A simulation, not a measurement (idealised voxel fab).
Process module under the name voxel wiring stack
Section shown: cut. Width: 300 nm. Cell size: 5 nm, square.
In what follows, cross-sections appear as grids of square cells, described through bands that run from the top down, where every band is one or more rows of cells.
First you get the band's top height and its bottom height, in nm, and then the materials it's made of, left to right, with each width in nm. If you see a single material with "everywhere", that one covers the band edge to edge. "empty" is empty space.
Height is counted from the level 0, under which the received wafer is composed throughout of one material. The lowest of the bands is not closed at the bottom but continues downward, in the notation "z 0 and below".
Per-row width for "30..40": begins at first number (top row of band), ends at second number (bottom row), increment between rows held constant.
Any step labelled "nothing altered" changed none of the cells in the cross-section.
Heads up: "Fully sealed cavities" only lists the empty pockets with no open path to the top that are 8 cells or more, and it writes them as width x height at distance, distance from the left edge, in nm.
after a step's settings: what the simulator itself notes on the step
overlay nm: right-of-plan distance of the mask on a masked step; negative values mean left-of-plan.
Each pair of cross-sections that follows straddles one process step: the one shows the state before the step, the other the state after it, down to the lowest band that changed and no further. The step in question, and its settings, are given under the pair. Note that a pair is not necessarily a continuation of the pair above it, since pairs can come from different runs of this module on the same starting wafer; it is a continuation only where its entry headed "Incoming structure" says so.
Incoming structure
- z 120 to 115  70 of TiN  20 of empty  25 of TiN  20 of empty  25 of TiN  20 of empty  25 of TiN  20 of empty  75 of TiN
- z 115 to 105  65 of SiO2  5 of TiN  20 of empty  5 of TiN  15 of SiO2  5 of TiN  20 of empty  5 of TiN  15 of SiO2  5 of TiN  20 of empty  5 of TiN  15 of SiO2  5 of TiN  20 of empty  5 of TiN  70 of SiO2
- z 105 to 100  65 of SiO2  5 of TiN  5 of empty  20 of TiN  15 of SiO2  5 of TiN  5 of empty  20 of TiN  15 of SiO2  5 of TiN  5 of empty  20 of TiN  15 of SiO2  5 of TiN  5 of empty  20 of TiN  70 of SiO2
- z 100 to 85  65 of SiO2  5 of TiN  5 of empty  5 of TiN  30 of SiO2  5 of TiN  5 of empty  5 of TiN  30 of SiO2  5 of TiN  5 of empty  5 of TiN  30 of SiO2  5 of TiN  5 of empty  5 of TiN  85 of SiO2
- z 85 to 80  65 of SiCN  15 of TiN  30 of SiCN  15 of TiN  30 of SiCN  15 of TiN  30 of SiCN  15 of TiN  85 of SiCN
- z 80 to 70  55 of lowk  5 of TiN  20 of Cu  5 of TiN  15 of lowk  5 of TiN  20 of Cu  5 of TiN  15 of lowk  5 of TiN  20 of Cu  5 of TiN  15 of lowk  5 of TiN  20 of Cu  5 of TiN  80 of lowk
- z 70 to 65  55 of lowk  15 of TiN  5 of Cu  10 of TiN  15 of lowk  15 of TiN  5 of Cu  10 of TiN  15 of lowk  15 of TiN  5 of Cu  10 of TiN  15 of lowk  15 of TiN  5 of Cu  10 of TiN  80 of lowk
- z 65 to 50  65 of lowk  5 of TiN  5 of Cu  5 of TiN  30 of lowk  5 of TiN  5 of Cu  5 of TiN  30 of lowk  5 of TiN  5 of Cu  5 of TiN  30 of lowk  5 of TiN  5 of Cu  5 of TiN  85 of lowk
- z 50 to 45  65 of SiCN  15 of TiN  30 of SiCN  15 of TiN  30 of SiCN  15 of TiN  30 of SiCN  15 of TiN  85 of SiCN
- z 45 to 20  60 of lowk  5 of SiN  30 of Ru  5 of SiN  5 of lowk  5 of SiN  30 of Ru  5 of SiN  5 of lowk  5 of SiN  30 of Ru  5 of SiN  5 of lowk  5 of SiN  30 of Ru  5 of SiN  65 of lowk
- z 20 to 15  65 of SiN  30 of TiN  15 of SiN  30 of TiN  15 of SiN  30 of TiN  15 of SiN  30 of TiN  70 of SiN
- z 15 to 0  SiO2 everywhere
- z 0 and below  Si everywhere
- Fully sealed cavities: none
After
- z 130 to 120  Cu everywhere
- z 120 to 115  70 of TiN  20 of Cu  25 of TiN  20 of Cu  25 of TiN  20 of Cu  25 of TiN  20 of Cu  75 of TiN
- z 115 to 105  65 of SiO2  5 of TiN  20 of Cu  5 of TiN  15 of SiO2  5 of TiN  20 of Cu  5 of TiN  15 of SiO2  5 of TiN  20 of Cu  5 of TiN  15 of SiO2  5 of TiN  20 of Cu  5 of TiN  70 of SiO2
- z 105 to 100  65 of SiO2  5 of TiN  5 of Cu  20 of TiN  15 of SiO2  5 of TiN  5 of Cu  20 of TiN  15 of SiO2  5 of TiN  5 of Cu  20 of TiN  15 of SiO2  5 of TiN  5 of Cu  20 of TiN  70 of SiO2
- z 100 to 85  65 of SiO2  5 of TiN  5 of Cu  5 of TiN  30 of SiO2  5 of TiN  5 of Cu  5 of TiN  30 of SiO2  5 of TiN  5 of Cu  5 of TiN  30 of SiO2  5 of TiN  5 of Cu  5 of TiN  85 of SiO2
- Rest of section, below 85: as before.
- Fully sealed cavities: none
The two cross-sections above are separated by a single process step, namely FILL_DEP,material Cu,thk nm 10
Incoming structure: the pre-step structure is the one depicted after the step in the pair just above.
After
- z 115 to 105  65 of SiO2  5 of TiN  20 of Cu  5 of TiN  15 of SiO2  5 of TiN  20 of Cu  5 of TiN  15 of SiO2  5 of TiN  20 of Cu  5 of TiN  15 of SiO2  5 of TiN  20 of Cu  5 of TiN  70 of SiO2
- Rest of section, below 105: as before.
- Fully sealed cavities: none
The two cross-sections above are separated by a single process step, namely CMP,height nm 115
Incoming structure: the pre-step structure is the one depicted after the step in the pair just above.
After
- z 120 to 115  SiN everywhere
- Rest of section, below 115: as before.
- Fully sealed cavities: none
The two cross-sections above are separated by a single process step, namely CONFORMAL_DEP,material SiN,thk nm 5
Incoming structure
- z 45 to 20  60 of lowk  5 of SiN  30 of Ru  5 of SiN  5 of lowk  5 of SiN  30 of Ru  5 of SiN  5 of lowk  5 of SiN  30 of Ru  5 of SiN  5 of lowk  5 of SiN  30 of Ru  5 of SiN  65 of lowk
- z 20 to 15  65 of SiN  30 of TiN  15 of SiN  30 of TiN  15 of SiN  30 of TiN  15 of SiN  30 of TiN  70 of SiN
- z 15 to 0  SiO2 everywhere
- z 0 and below  Si everywhere
- Fully sealed cavities: none
After
- z 50 to 45  SiN everywhere
- Rest of section, below 45: as before.
- Fully sealed cavities: none
The two cross-sections above are separated by a single process step, namely CONFORMAL_DEP,material SiN,thk nm 5
Incoming structure: the pre-step structure is the one depicted after the step in the pair just above.
After
- z 80 to 50  lowk everywhere
- Rest of section, below 50: as before.
- Fully sealed cavities: none
The two cross-sections above are separated by a single process step, namely DIRECTIONAL_DEP,material lowk,thk nm 30
Incoming structure: the pre-step structure is the one depicted after the step in the pair just above.
After
- z 80 to 50  65 of lowk  15 of empty  30 of lowk  15 of empty  30 of lowk  15 of empty  30 of lowk  15 of empty  85 of lowk
- Rest of section, below 50: as before.
- Fully sealed cavities: none
The two cross-sections above are separated by a single process step, namely MASKED_ETCH,tone open,mask id METAL_2_HOLES,width nm 15,pitch nm 45,etch materials lowk,depth nm 30,overlay nm 0
Incoming structure: the pre-step structure is the one depicted after the step in the pair just above.
After
- z 80 to 65  65 of lowk  30 of empty  15 of lowk  30 of empty  15 of lowk  30 of empty  15 of lowk  30 of empty  70 of lowk
- Rest of section, below 65: as before.
- Fully sealed cavities: none
The two cross-sections above are separated by a single process step, namely MASKED_ETCH,tone open,mask id METAL_2,width nm 30,pitch nm 45,etch materials lowk,depth nm 15,overlay nm 0
Incoming structure: the pre-step structure is the one depicted after the step in the pair just above.
After
- z 85 to 80  70 of TiN  20 of empty  25 of TiN  20 of empty  25 of TiN  20 of empty  25 of TiN  20 of empty  75 of TiN
- z 80 to 70  65 of lowk  5 of TiN  20 of empty  5 of TiN  15 of lowk  5 of TiN  20 of empty  5 of TiN  15 of lowk  5 of TiN  20 of empty  5 of TiN  15 of lowk  5 of TiN  20 of empty  5 of TiN  70 of lowk
- z 70 to 65  65 of lowk  5 of TiN  5 of empty  20 of TiN  15 of lowk  5 of TiN  5 of empty  20 of TiN  15 of lowk  5 of TiN  5 of empty  20 of TiN  15 of lowk  5 of TiN  5 of empty  20 of TiN  70 of lowk
- z 65 to 55  65 of lowk  5 of TiN  5 of empty  5 of TiN  30 of lowk  5 of TiN  5 of empty  5 of TiN  30 of lowk  5 of TiN  5 of empty  5 of TiN  30 of lowk  5 of TiN  5 of empty  5 of TiN  85 of lowk
- z 55 to 50  65 of lowk  15 of TiN  30 of lowk  15 of TiN  30 of lowk  15 of TiN  30 of lowk  15 of TiN  85 of lowk
- Rest of section, below 50: as before.
- Fully sealed cavities: none
The two cross-sections above are separated by a single process step, namely CONFORMAL_DEP,material TiN,thk nm 5
Incoming structure: the pre-step structure is the one depicted after the step in the pair just above.
After
- z 95 to 85  Cu everywhere
- z 85 to 80  70 of TiN  20 of Cu  25 of TiN  20 of Cu  25 of TiN  20 of Cu  25 of TiN  20 of Cu  75 of TiN
- z 80 to 70  65 of lowk  5 of TiN  20 of Cu  5 of TiN  15 of lowk  5 of TiN  20 of Cu  5 of TiN  15 of lowk  5 of TiN  20 of Cu  5 of TiN  15 of lowk  5 of TiN  20 of Cu  5 of TiN  70 of lowk
- z 70 to 65  65 of lowk  5 of TiN  5 of Cu  20 of TiN  15 of lowk  5 of TiN  5 of Cu  20 of TiN  15 of lowk  5 of TiN  5 of Cu  20 of TiN  15 of lowk  5 of TiN  5 of Cu  20 of TiN  70 of lowk
- z 65 to 55  65 of lowk  5 of TiN  5 of Cu  5 of TiN  30 of lowk  5 of TiN  5 of Cu  5 of TiN  30 of lowk  5 of TiN  5 of Cu  5 of TiN  30 of lowk  5 of TiN  5 of Cu  5 of TiN  85 of lowk
- Rest of section, below 55: as before.
- Fully sealed cavities: none
The two cross-sections above are separated by a single process step, namely FILL_DEP,material Cu,thk nm 10
Incoming structure: the pre-step structure is the one depicted after the step in the pair just above.
After
- z 80 to 70  65 of lowk  5 of TiN  20 of Cu  5 of TiN  15 of lowk  5 of TiN  20 of Cu  5 of TiN  15 of lowk  5 of TiN  20 of Cu  5 of TiN  15 of lowk  5 of TiN  20 of Cu  5 of TiN  70 of lowk
- Rest of section, below 70: as before.
- Fully sealed cavities: none
The two cross-sections above are separated by a single process step, namely CMP,height nm 80
Incoming structure: the pre-step structure is the one depicted after the step in the pair just above.
After
- z 85 to 80  SiCN everywhere
- Rest of section, below 80: as before.
- Fully sealed cavities: none
The two cross-sections above are separated by a single process step, namely CONFORMAL_DEP,material SiCN,thk nm 5
Incoming structure: the pre-step structure is the one depicted after the step in the pair just above.
After
- z 115 to 85  SiO2 everywhere
- Rest of section, below 85: as before.
- Fully sealed cavities: none
The two cross-sections above are separated by a single process step, namely DIRECTIONAL_DEP,material SiO2,thk nm 30
Incoming structure: the pre-step structure is the one depicted after the step in the pair just above.
After
- z 135 to 115  65 of resist  30 of empty  15 of resist  30 of empty  15 of resist  30 of empty  15 of resist  30 of empty  70 of resist
- Rest of section, below 115: as before.
- Fully sealed cavities: none
The two cross-sections above are separated by a single process step, namely PATTERN,tone open,mask id METAL_3,material resist,width nm 30,pitch nm 45,thk nm 20,overlay nm 0
Incoming structure: the pre-step structure is the one depicted after the step in the pair just above.
After
- z 135 to 115  65 of resist  30 of empty  15 of resist  30 of empty  15 of resist  30 of empty  15 of resist  30 of empty  70 of resist
- z 115 to 100  65 of SiO2  30 of empty  15 of SiO2  30 of empty  15 of SiO2  30 of empty  15 of SiO2  30 of empty  70 of SiO2
- Rest of section, below 100: as before.
- Fully sealed cavities: none
The two cross-sections above are separated by a single process step, namely DIRECTIONAL_ETCH,etch materials SiO2,depth nm 15
Incoming structure: the pre-step structure is the one depicted after the step in the pair just above.
After
- z 115 to 100  65 of SiO2  30 of empty  15 of SiO2  30 of empty  15 of SiO2  30 of empty  15 of SiO2  30 of empty  70 of SiO2
- Rest of section, below 100: as before.
- Fully sealed cavities: none
The two cross-sections above are separated by a single process step, namely STRIP,etch materials resist
Incoming structure: the pre-step structure is the one depicted after the step in the pair just above.
After
- z 115 to 100  65 of SiO2  30 of empty  15 of SiO2  30 of empty  15 of SiO2  30 of empty  15 of SiO2  30 of empty  70 of SiO2
- z 100 to 85  65 of SiO2  15 of empty  30 of SiO2  15 of empty  30 of SiO2  15 of empty  30 of SiO2  15 of empty  85 of SiO2
- Rest of section, below 85: as before.
- Fully sealed cavities: none
The two cross-sections above are separated by a single process step, namely MASKED_ETCH,tone open,mask id METAL_3_HOLES,width nm 15,pitch nm 45,etch materials SiO2,depth nm 15,overlay nm 0
Incoming structure: the pre-step structure is the one depicted after the step in the pair just above.
After
- z 115 to 100  65 of SiO2  30 of empty  15 of SiO2  30 of empty  15 of SiO2  30 of empty  15 of SiO2  30 of empty  70 of SiO2
- z 100 to 85  65 of SiO2  15 of empty  30 of SiO2  15 of empty  30 of SiO2  15 of empty  30 of SiO2  15 of empty  85 of SiO2
- z 85 to 80  65 of SiCN  15 of empty  30 of SiCN  15 of empty  30 of SiCN  15 of empty  30 of SiCN  15 of empty  85 of SiCN
- Rest of section, below 80: as before.
- Fully sealed cavities: none
The two cross-sections above are separated by a single process step, namely MASKED_ETCH,tone open,mask id METAL_3_HOLES,width nm 15,pitch nm 45,etch materials SiCN,depth nm 5,overlay nm 0
Incoming structure: the pre-step structure is the one depicted after the step in the pair just above.
After
- z 120 to 115  70 of TiN  20 of empty  25 of TiN  20 of empty  25 of TiN  20 of empty  25 of TiN  20 of empty  75 of TiN
- z 115 to 105  65 of SiO2  5 of TiN  20 of empty  5 of TiN  15 of SiO2  5 of TiN  20 of empty  5 of TiN  15 of SiO2  5 of TiN  20 of empty  5 of TiN  15 of SiO2  5 of TiN  20 of empty  5 of TiN  70 of SiO2
- z 105 to 100  65 of SiO2  5 of TiN  5 of empty  20 of TiN  15 of SiO2  5 of TiN  5 of empty  20 of TiN  15 of SiO2  5 of TiN  5 of empty  20 of TiN  15 of SiO2  5 of TiN  5 of empty  20 of TiN  70 of SiO2
- z 100 to 85  65 of SiO2  5 of TiN  5 of empty  5 of TiN  30 of SiO2  5 of TiN  5 of empty  5 of TiN  30 of SiO2  5 of TiN  5 of empty  5 of TiN  30 of SiO2  5 of TiN  5 of empty  5 of TiN  85 of SiO2
- z 85 to 80  65 of SiCN  15 of TiN  30 of SiCN  15 of TiN  30 of SiCN  15 of TiN  30 of SiCN  15 of TiN  85 of SiCN
- Rest of section, below 80: as before.
- Fully sealed cavities: none
The two cross-sections above are separated by a single process step, namely CONFORMAL_DEP,material TiN,thk nm 5
Incoming structure: the pre-step structure is the one depicted after the step in the pair just above.
After
- z 130 to 120  Cu everywhere
- z 120 to 115  70 of TiN  20 of Cu  25 of TiN  20 of Cu  25 of TiN  20 of Cu  25 of TiN  20 of Cu  75 of TiN
- z 115 to 105  65 of SiO2  5 of TiN  20 of Cu  5 of TiN  15 of SiO2  5 of TiN  20 of Cu  5 of TiN  15 of SiO2  5 of TiN  20 of Cu  5 of TiN  15 of SiO2  5 of TiN  20 of Cu  5 of TiN  70 of SiO2
- z 105 to 100  65 of SiO2  5 of TiN  5 of Cu  20 of TiN  15 of SiO2  5 of TiN  5 of Cu  20 of TiN  15 of SiO2  5 of TiN  5 of Cu  20 of TiN  15 of SiO2  5 of TiN  5 of Cu  20 of TiN  70 of SiO2
- z 100 to 85  65 of SiO2  5 of TiN  5 of Cu  5 of TiN  30 of SiO2  5 of TiN  5 of Cu  5 of TiN  30 of SiO2  5 of TiN  5 of Cu  5 of TiN  30 of SiO2  5 of TiN  5 of Cu  5 of TiN  85 of SiO2
- Rest of section, below 85: as before.
- Fully sealed cavities: none
The two cross-sections above are separated by a single process step, namely FILL_DEP,material Cu,thk nm 10
Incoming structure: the pre-step structure is the one depicted after the step in the pair just above.
After
- z 115 to 105  65 of SiO2  5 of TiN  20 of Cu  5 of TiN  15 of SiO2  5 of TiN  20 of Cu  5 of TiN  15 of SiO2  5 of TiN  20 of Cu  5 of TiN  15 of SiO2  5 of TiN  20 of Cu  5 of TiN  70 of SiO2
- Rest of section, below 105: as before.
- Fully sealed cavities: none
The two cross-sections above are separated by a single process step, namely CMP,height nm 115
Incoming structure: the pre-step structure is the one depicted after the step in the pair just above.
After
- z 120 to 115  SiN everywhere
- Rest of section, below 115: as before.
- Fully sealed cavities: none
The two cross-sections above are separated by a single process step, namely CONFORMAL_DEP,material SiN,thk nm 5
Incoming structure
- z 115 to 100  65 of SiO2  30 of empty  15 of SiO2  30 of empty  15 of SiO2  30 of empty  15 of SiO2  30 of empty  70 of SiO2
- z 100 to 85  SiO2 everywhere
- z 85 to 80  SiCN everywhere
- z 80 to 70  65 of lowk  5 of TiN  20 of Cu  5 of TiN  15 of lowk  5 of TiN  20 of Cu  5 of TiN  15 of lowk  5 of TiN  20 of Cu  5 of TiN  15 of lowk  5 of TiN  20 of Cu  5 of TiN  70 of lowk
- z 70 to 65  65 of lowk  5 of TiN  5 of Cu  20 of TiN  15 of lowk  5 of TiN  5 of Cu  20 of TiN  15 of lowk  5 of TiN  5 of Cu  20 of TiN  15 of lowk  5 of TiN  5 of Cu  20 of TiN  70 of lowk
- z 65 to 50  65 of lowk  5 of TiN  5 of Cu  5 of TiN  30 of lowk  5 of TiN  5 of Cu  5 of TiN  30 of lowk  5 of TiN  5 of Cu  5 of TiN  30 of lowk  5 of TiN  5 of Cu  5 of TiN  85 of lowk
- z 50 to 45  65 of SiCN  15 of TiN  30 of SiCN  15 of TiN  30 of SiCN  15 of TiN  30 of SiCN  15 of TiN  85 of SiCN
- z 45 to 20  60 of lowk  5 of SiN  30 of Ru  5 of SiN  5 of lowk  5 of SiN  30 of Ru  5 of SiN  5 of lowk  5 of SiN  30 of Ru  5 of SiN  5 of lowk  5 of SiN  30 of Ru  5 of SiN  65 of lowk
- z 20 to 15  65 of SiN  30 of TiN  15 of SiN  30 of TiN  15 of SiN  30 of TiN  15 of SiN  30 of TiN  70 of SiN
- z 15 to 0  SiO2 everywhere
- z 0 and below  Si everywhere
- Fully sealed cavities: none
After
- z 100 to 85  80 of SiO2  15 of empty  30 of SiO2  15 of empty  30 of SiO2  15 of empty  30 of SiO2  15 of empty  70 of SiO2
- Rest of section, below 85: as before.
- Fully sealed cavities: none
The two cross-sections above are separated by a single process step, namely MASKED_ETCH,tone cover,mask id METAL_3_HOLES,width nm 15,pitch nm 45,etch materials SiO2,depth nm 15,overlay nm 0
Incoming structure: the pre-step structure is the one depicted after the step in the pair just above.
After
- z 105 to 100  85 of TiN  5 of empty  40 of TiN  5 of empty  40 of TiN  5 of empty  40 of TiN  5 of empty  75 of TiN
- z 100 to 90  80 of SiO2  5 of TiN  5 of empty  5 of TiN  30 of SiO2  5 of TiN  5 of empty  5 of TiN  30 of SiO2  5 of TiN  5 of empty  5 of TiN  30 of SiO2  5 of TiN  5 of empty  5 of TiN  70 of SiO2
- z 90 to 85  80 of SiO2  15 of TiN  30 of SiO2  15 of TiN  30 of SiO2  15 of TiN  30 of SiO2  15 of TiN  70 of SiO2
- Rest of section, below 85: as before.
- Fully sealed cavities: none
The two cross-sections above are separated by a single process step, namely CONFORMAL_DEP,material TiN,thk nm 5
Incoming structure: the pre-step structure is the one depicted after the step in the pair just above.
After
- z 115 to 105  Cu everywhere
- z 105 to 100  85 of TiN  5 of Cu  40 of TiN  5 of Cu  40 of TiN  5 of Cu  40 of TiN  5 of Cu  75 of TiN
- z 100 to 90  80 of SiO2  5 of TiN  5 of Cu  5 of TiN  30 of SiO2  5 of TiN  5 of Cu  5 of TiN  30 of SiO2  5 of TiN  5 of Cu  5 of TiN  30 of SiO2  5 of TiN  5 of Cu  5 of TiN  70 of SiO2
- Rest of section, below 90: as before.
- Fully sealed cavities: none
The two cross-sections above are separated by a single process step, namely FILL_DEP,material Cu,thk nm 10
Incoming structure: the pre-step structure is the one depicted after the step in the pair just above.
After
- z 120 to 115  SiN everywhere
- Rest of section, below 115: as before.
- Fully sealed cavities: none
The two cross-sections above are separated by a single process step, namely CONFORMAL_DEP,material SiN,thk nm 5
